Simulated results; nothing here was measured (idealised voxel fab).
Process module under the name voxel fin reveal
Xsec cut, 230 nm wide, square cell size 5 nm.
This document writes a cross-section as a grid whose cells are square, and gives it as bands, listed from the top down; one or more rows of cells form a band. What a band's entry tells you: where the top is and where the bottom is, as heights in nm, and after that what lies inside, material by material from left to right, each with its width in nm. Empty space is written as the word "blank", and a single material marked with the word "edge to edge" occupies the band from edge to edge. Height reference: 0 = level under which incoming wafer is all one material. Lowest band: no bottom, runs on downward, e.g. "z 0 and below". Width "30 to 40": first value at the band's top row of cells, second value at its bottom row, equal change from row to row. Key: "left unchanged" - step with no changed cell in the cross-section. Heads up: "Sealed void list" only lists the empty pockets with no open path to the top that are 8 cells or more, and it writes them as width x height at distance, distance from the left edge, in nm. Post-settings text on a step line: simulator's own remark regarding the step. The line of a step may include "overlay nm". On a step with a mask, this value is how far to the right of its planned place the mask lay. A negative value means the mask lay to the left.
SO HERE'S THE LINEUP OF PROCESS STEPS WE PLANNED
step 1: RECEIVE | material Si
step 2: CONFORMAL_DEP | material SiN | thk nm 5
step 3: MASKED_ETCH | tone cover | mask id FINS | width nm 15 | pitch nm 35 | etch materials SiN | depth nm 5 | overlay nm 0
step 4: MASKED_ETCH | tone cover | mask id FINS | width nm 15 | pitch nm 35 | etch materials Si | depth nm 30 | overlay nm 0
step 5: OXIDIZE | depth nm 5
step 6: FILL_DEP | material SiO2 | thk nm 5
step 7: CMP | height nm 5
step 8: SELECTIVE_ETCH | etch materials SiO2 | depth nm 25
step 9: STRIP | etch materials SiN
CROSS-SECTION OF THE WAFER AT RECEIPT, WHICH IS THE CONDITION AFTER STEP 1
	z 0 and below  Si edge to edge
	Sealed void list: none
END-OF-MODULE CROSS-SECTION OF THE FIRST OF TWO WAFERS, PROCESSED AS PLANNED
	z 0 to -20  95 blank; 5 Si; 30 blank; 5 Si; 95 blank
	z -20 to -35  95 SiO2; 5 Si; 30 SiO2; 5 Si; 95 SiO2
	z -35 and below  Si edge to edge
	Sealed void list: none
WHAT THE SECOND WAFER LOOKS LIKE IN CROSS-SECTION ONCE THE MODULE IS DONE. ITS START AND ITS PLAN MATCHED THE FIRST WAFER'S EXACTLY; WHAT DIFFERED WAS ONE MISTAKE IN HOW IT WAS RUN
	z 0 to -20  95 blank; 5 Si; 30 blank; 5 Si; 95 blank
	z -20 to -25  65 SiO2; 30 blank; 5 Si; 30 blank; 5 Si; 30 blank; 65 SiO2
	z -25 to -35  95 SiO2; 5 Si; 30 SiO2; 5 Si; 95 SiO2
	z -35 and below  Si edge to edge
	Sealed void list: none
The plan and the run diverged here: the executed order of steps 8 and 9 is the reverse of that specified in the plan, each step having taken the other's position
The second wafer ends with more or fewer cells of some materials than the first, per final count: SiO2: 18 fewer
